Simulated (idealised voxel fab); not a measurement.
Process module name: voxel self aligned contacts
For reference, the cross-section in this document is cut, with width 225 nm and square cells of 5 nm.
Format of a cross-section: grid, square cells. Given as bands. Order: top down. Band: one or more rows of cells. Top, bottom (nm), then materials left to right with widths (nm); lone material tagged "throughout" fills the whole band edge to edge; "blank" = empty space. Heights are measured from 0, the level below which the as-received wafer is all one material; the lowest band has no bottom and continues downward, written as in "0 down". Top row gets the first number, bottom row gets the second, and each row in between changes by the same step: that is how a band width like "30 to 40" works. "nothing altered" after a step means that no cell of the cross-section changed. This entry, "Enclosed void list", enumerates those empty regions of no fewer than 8 cells that possess no open connection to the top. Each region is reported in the form width x height at distance, the distance being taken from the left edge, with all three quantities expressed in nm. That trailing text on a step's line, after the settings, is the simulator's own remark on the step. Among the settings permitted on a step's line is "overlay nm"; applied to a step with a mask, it specifies the extent to which the mask lay to the right of its planned position, whereas a negative figure signifies a position to the left.
[Listed below are the process steps as planned]
1) op RECEIVE | material Si
2) op OXIDIZE | depth nm 5
3) op DIRECTIONAL_DEP | material polySi | thk nm 20
4) op DIRECTIONAL_DEP | material SiN | thk nm 20
5) op DIRECTIONAL_DEP | material aC | thk nm 10
6) op PATTERN | tone cover | mask id GATE | material resist | width nm 25 | pitch nm 50 | thk nm 30 | overlay nm 0
7) op DIRECTIONAL_ETCH | etch materials aC | depth nm 10
8) op STRIP | etch materials resist
9) op DIRECTIONAL_ETCH | etch materials SiN | depth nm 20
10) op DIRECTIONAL_ETCH | etch materials polySi | depth nm 20
11) op STRIP | etch materials aC
12) op CONFORMAL_DEP | material SiN | thk nm 5
13) op DIRECTIONAL_ETCH | etch materials SiN | depth nm 5
14) op FILL_DEP | material SiO2 | thk nm 15
15) op CMP | height nm 50
16) op PATTERN | tone open | mask id CONTACT | material resist | width nm 35 | pitch nm 50 | thk nm 20 | overlay nm 0
17) op DIRECTIONAL_ETCH | etch materials SiO2 | depth nm 55
18) op STRIP | etch materials resist
19) op CONFORMAL_DEP | material TiN | thk nm 5
20) op FILL_DEP | material Ru | thk nm 5
21) op CMP | height nm 50
22) op CONFORMAL_DEP | material SiCN | thk nm 5
[The cross-section here shows the wafer as received, i.e. in its state after step 1]
* 0 down = Si throughout
* Enclosed void list: none
[Looking at the first of two wafers in cross-section at end of module - ran to plan]
* 55 to 50 = SiCN throughout
* 50 to 40 = SiO2 70 | TiN 5 to 15 | Ru 25 to 5 | TiN 5 to 15 | SiO2 15 | TiN 5 to 15 | Ru 25 to 5 | TiN 5 to 15 | SiO2 70
* 40 to 20 = SiO2 45 | SiN 35 | TiN 5 | Ru 5 | TiN 5 | SiN 35 | TiN 5 | Ru 5 | TiN 5 | SiN 35 | SiO2 45
* 20 to 0 = SiO2 45 | SiN 5 | polySi 25 | SiN 5 | TiN 5 | Ru 5 | TiN 5 | SiN 5 | polySi 25 | SiN 5 | TiN 5 | Ru 5 | TiN 5 | SiN 5 | polySi 25 | SiN 5 | SiO2 45
* 0 to -5 = SiO2 80 | TiN 15 | SiO2 35 | TiN 15 | SiO2 80
* -5 down = Si throughout
* Enclosed void list: none
[Wafer two, sectioned after the module: the first wafer's start, the first wafer's plan, and one mistake in how it was run]
* 55 to 50 = SiCN throughout
* 50 to 40 = SiO2 70 | TiN 5 to 25 | Ru 25 to 5 | TiN 5 | SiO2 15 | TiN 5 to 25 | Ru 25 to 5 | TiN 5 | SiO2 70
* 40 to 20 = SiO2 55 | SiN 35 | TiN 5 | Ru 5 | TiN 5 | SiN 35 | TiN 5 | Ru 5 | TiN 5 | SiN 35 | SiO2 35
* 20 to 0 = SiO2 55 | SiN 5 | polySi 25 | SiN 5 | TiN 5 | Ru 5 | TiN 5 | SiN 5 | polySi 25 | SiN 5 | TiN 5 | Ru 5 | TiN 5 | SiN 5 | polySi 25 | SiN 5 | SiO2 35
* 0 to -5 = SiO2 90 | TiN 15 | SiO2 35 | TiN 15 | SiO2 70
* -5 down = Si throughout
* Enclosed void list: none
Misprocessing identified: step 6 changed vs plan, executed as op PATTERN | tone cover | mask id GATE | material resist | width nm 25 | pitch nm 50 | thk nm 30 | overlay nm 10
Final state: per-material cell counts identical on both wafers; locations differ.
